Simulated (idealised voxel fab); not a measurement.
Herein follows the process module entitled voxel trench capacitor.
We display cut, a cross-section 255 nm in width whose square cells are each 5 nm.
Format of a cross-section: grid, square cells. Given as bands. Order: top down. Band: one or more rows of cells. What a band's entry tells you: where the top is and where the bottom is, as heights in nm, and after that what lies inside, material by material from left to right, each with its width in nm. Empty space is written as the word "air", and a single material marked with the word "everywhere" occupies the band from edge to edge. Heights are expressed relative to 0, this being the level below which the as-received wafer comprises one material exclusively. The lowest band is unbounded in the downward direction and is denoted as in "top 0, no bottom". The expression "30 to 40" gives the width at the extremes of the band, the first number at its top row of cells and the second at its bottom row, with the width changing by equal amounts from each row to the next in between. No cell of the cross-section changed in a step that is given as "no change". The entry titled "Closed void listing" provides the empty spaces that have no open way to the top, restricted to those of 8 cells or more. Each is presented as width x height at distance, the distance being measured from the left edge, with all three in nm. Note: text after step settings on the step line = simulator remark on that step. If you see "overlay nm" on a step's line and that step has a mask, it's telling you how far right of where it was planned the mask ended up; a negative number means it went left instead.

# The planned process steps are enumerated hereunder
step 1: RECEIVE,material Si
step 2: CONFORMAL_DEP,material SiN,thk nm 5
step 3: PATTERN,tone open,mask id TRENCH,material resist,width nm 15,pitch nm 40,thk nm 20,overlay nm 0
step 4: DIRECTIONAL_ETCH,etch materials SiN,depth nm 5
step 5: DIRECTIONAL_ETCH,etch materials Si,depth nm 30
step 6: STRIP,etch materials resist
step 7: CONFORMAL_DEP,material HfO2,thk nm 5
step 8: CONFORMAL_DEP,material TiN,thk nm 5
step 9: FILL_DEP,material W,thk nm 5
step 10: CMP,height nm 5
Same starting wafers, different width nm at step 3. Plan value belongs to the first wafer.

# Cross-sectional view of the first of several wafers in the as-received condition, corresponding to the state following step 1
	top 0, no bottom = Si everywhere
	Closed void listing: none

# At the end of the module, after its last step, step 10, the first of several wafers appears in cross-section as follows
	top 5, bottom 0 = SiN 100 / HfO2 5 / TiN 5 / HfO2 5 / SiN 25 / HfO2 5 / TiN 5 / HfO2 5 / SiN 100
	top 0, bottom -25 = Si 100 / HfO2 5 / TiN 5 / HfO2 5 / Si 25 / HfO2 5 / TiN 5 / HfO2 5 / Si 100
	top -25, bottom -30 = Si 100 / HfO2 15 / Si 25 / HfO2 15 / Si 100
	top -30, no bottom = Si everywhere
	Closed void listing: none

# So this is the cross-section on the last wafer at the end of the module
	top 5, bottom 0 = SiN 95 / HfO2 5 / TiN 5 / W 5 / TiN 5 / HfO2 5 / SiN 15 / HfO2 5 / TiN 5 / W 5 / TiN 5 / HfO2 5 / SiN 95
	top 0, bottom -20 = Si 95 / HfO2 5 / TiN 5 / W 5 / TiN 5 / HfO2 5 / Si 15 / HfO2 5 / TiN 5 / W 5 / TiN 5 / HfO2 5 / Si 95
	top -20, bottom -25 = Si 95 / HfO2 5 / TiN 15 / HfO2 5 / Si 15 / HfO2 5 / TiN 15 / HfO2 5 / Si 95
	top -25, bottom -30 = Si 95 / HfO2 25 / Si 15 / HfO2 25 / Si 95
	top -30, no bottom = Si everywhere
	Closed void listing: none

# Note: the following table is arranged by wafer, a row apiece. Each row reports the end-of-module state: per material, cells gained (+) or cells lost (-) compared with the wafer as received; closed voids follow
width nm 15 | +30 HfO2 | -36 Si | +45 SiN | +12 TiN | Closed void listing: none
width nm 20 | +32 HfO2 | -48 Si | +43 SiN | +24 TiN | Closed void listing: none
width nm 25 | +34 HfO2 | -60 Si | +41 SiN | +26 TiN | +10 W | Closed void listing: none
